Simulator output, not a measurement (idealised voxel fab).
The process module presented herein is designated voxel trench capacitor.
Xsec cut, 205 nm wide, square cell size 5 nm.
Cross-section format: a grid of square cells, given as bands from top to bottom; each band is one or more rows of cells. First you get the band's top height and its bottom height, in nm, and then the materials it's made of, left to right, with each width in nm. If you see a single material with "throughout", that one covers the band edge to edge. "air" is empty space. Measure heights from 0. That's the level where, below it, the as-received wafer is all one material. The lowest band is bottomless and extends downward; write it as in "0..down". A width given as "30 to 40" starts at the first number in the band's top row and ends at the second number in its bottom row, shifting by an equal amount at every step from row to row. When a step is marked "no change", none of the cells in the cross-section changed during that step. What "Completely enclosed voids" gives you is every empty space of 8 cells or more that is cut off from the top. Each appears as width x height at distance, with the distance taken from the left edge and width, height and distance all in nm. What comes after the settings on a step's line is commentary from the simulator itself on that step. overlay nm: right-of-plan distance of the mask on a masked step; negative values mean left-of-plan.
The process steps that were planned are listed below:
step 1: RECEIVE (material Si)
step 2: CONFORMAL_DEP (material SiN; thk nm 10)
step 3: PATTERN (tone open; mask id TRENCH; material resist; width nm 20; pitch nm 50; thk nm 15; overlay nm 0)
step 4: DIRECTIONAL_ETCH (etch materials SiN; depth nm 10)
step 5: DIRECTIONAL_ETCH (etch materials Si; depth nm 35)
step 6: STRIP (etch materials resist)
step 7: CONFORMAL_DEP (material Al2O3; thk nm 5)
step 8: FILL_DEP (material polySi; thk nm 10)
step 9: CMP (height nm 10)
First out of two wafers; run went to plan:
Delivered wafer in cross-section: state after step 1:
    0..down: Si throughout
    Completely enclosed voids: none
Cross-section of the wafer subsequent to step 2:
    10..0: SiN throughout
    Lower than 0, everything is as it was.
Cross-section of the wafer subsequent to step 3:
    25..10: 15 nm resist, then 20 nm air, then 30 nm resist, then 20 nm air, then 30 nm resist, then 20 nm air, then 30 nm resist, then 20 nm air, then 20 nm resist
    Lower than 10, everything is as it was.
Cross-section of the wafer subsequent to step 4:
    25..10: 15 nm resist, then 20 nm air, then 30 nm resist, then 20 nm air, then 30 nm resist, then 20 nm air, then 30 nm resist, then 20 nm air, then 20 nm resist
    10..0: 15 nm SiN, then 20 nm air, then 30 nm SiN, then 20 nm air, then 30 nm SiN, then 20 nm air, then 30 nm SiN, then 20 nm air, then 20 nm SiN
    Lower than 0, everything is as it was.
Cross-section of the wafer subsequent to step 5:
    25..10: 15 nm resist, then 20 nm air, then 30 nm resist, then 20 nm air, then 30 nm resist, then 20 nm air, then 30 nm resist, then 20 nm air, then 20 nm resist
    10..0: 15 nm SiN, then 20 nm air, then 30 nm SiN, then 20 nm air, then 30 nm SiN, then 20 nm air, then 30 nm SiN, then 20 nm air, then 20 nm SiN
    0..-35: 15 nm Si, then 20 nm air, then 30 nm Si, then 20 nm air, then 30 nm Si, then 20 nm air, then 30 nm Si, then 20 nm air, then 20 nm Si
    Lower than -35, everything is as it was.
Cross-section of the wafer subsequent to step 6:
    10..0: 15 nm SiN, then 20 nm air, then 30 nm SiN, then 20 nm air, then 30 nm SiN, then 20 nm air, then 30 nm SiN, then 20 nm air, then 20 nm SiN
    Lower than 0, everything is as it was.
Cross-section of the wafer subsequent to step 7:
    15..10: 20 nm Al2O3, then 10 nm air, then 40 nm Al2O3, then 10 nm air, then 40 nm Al2O3, then 10 nm air, then 40 nm Al2O3, then 10 nm air, then 25 nm Al2O3
    10..0: 15 nm SiN, then 5 nm Al2O3, then 10 nm air, then 5 nm Al2O3, then 30 nm SiN, then 5 nm Al2O3, then 10 nm air, then 5 nm Al2O3, then 30 nm SiN, then 5 nm Al2O3, then 10 nm air, then 5 nm Al2O3, then 30 nm SiN, then 5 nm Al2O3, then 10 nm air, then 5 nm Al2O3, then 20 nm SiN
    0..-30: 15 nm Si, then 5 nm Al2O3, then 10 nm air, then 5 nm Al2O3, then 30 nm Si, then 5 nm Al2O3, then 10 nm air, then 5 nm Al2O3, then 30 nm Si, then 5 nm Al2O3, then 10 nm air, then 5 nm Al2O3, then 30 nm Si, then 5 nm Al2O3, then 10 nm air, then 5 nm Al2O3, then 20 nm Si
    -30..-35: 15 nm Si, then 20 nm Al2O3, then 30 nm Si, then 20 nm Al2O3, then 30 nm Si, then 20 nm Al2O3, then 30 nm Si, then 20 nm Al2O3, then 20 nm Si
    Lower than -35, everything is as it was.
Cross-section of the wafer subsequent to step 8:
    25..15: polySi throughout
    15..10: 20 nm Al2O3, then 10 nm polySi, then 40 nm Al2O3, then 10 nm polySi, then 40 nm Al2O3, then 10 nm polySi, then 40 nm Al2O3, then 10 nm polySi, then 25 nm Al2O3
    10..0: 15 nm SiN, then 5 nm Al2O3, then 10 nm polySi, then 5 nm Al2O3, then 30 nm SiN, then 5 nm Al2O3, then 10 nm polySi, then 5 nm Al2O3, then 30 nm SiN, then 5 nm Al2O3, then 10 nm polySi, then 5 nm Al2O3, then 30 nm SiN, then 5 nm Al2O3, then 10 nm polySi, then 5 nm Al2O3, then 20 nm SiN
    0..-30: 15 nm Si, then 5 nm Al2O3, then 10 nm polySi, then 5 nm Al2O3, then 30 nm Si, then 5 nm Al2O3, then 10 nm polySi, then 5 nm Al2O3, then 30 nm Si, then 5 nm Al2O3, then 10 nm polySi, then 5 nm Al2O3, then 30 nm Si, then 5 nm Al2O3, then 10 nm polySi, then 5 nm Al2O3, then 20 nm Si
    Lower than -30, everything is as it was.
Cross-section of the wafer subsequent to step 9:
    10..0: 15 nm SiN, then 5 nm Al2O3, then 10 nm polySi, then 5 nm Al2O3, then 30 nm SiN, then 5 nm Al2O3, then 10 nm polySi, then 5 nm Al2O3, then 30 nm SiN, then 5 nm Al2O3, then 10 nm polySi, then 5 nm Al2O3, then 30 nm SiN, then 5 nm Al2O3, then 10 nm polySi, then 5 nm Al2O3, then 20 nm SiN
    Lower than 0, everything is as it was.
Second of two: same start, same plan, one run error; steps up to and including 8 match the first:
What the second wafer looks like in cross-section when step 9 should have wrapped up:
    0..-30: 15 nm Si, then 5 nm Al2O3, then 10 nm polySi, then 5 nm Al2O3, then 30 nm Si, then 5 nm Al2O3, then 10 nm polySi, then 5 nm Al2O3, then 30 nm Si, then 5 nm Al2O3, then 10 nm polySi, then 5 nm Al2O3, then 30 nm Si, then 5 nm Al2O3, then 10 nm polySi, then 5 nm Al2O3, then 20 nm Si
    Lower than -30, everything is as it was.
It is concluded that the wafer was processed incorrectly with respect to the plan, in that step 9 did not happen as planned, as run it was CMP (height nm 0)
Heads up, by the end the second wafer has more or fewer cells of some materials compared to the first: 16 fewer of Al2O3 | 50 fewer of SiN | 16 fewer of polySi
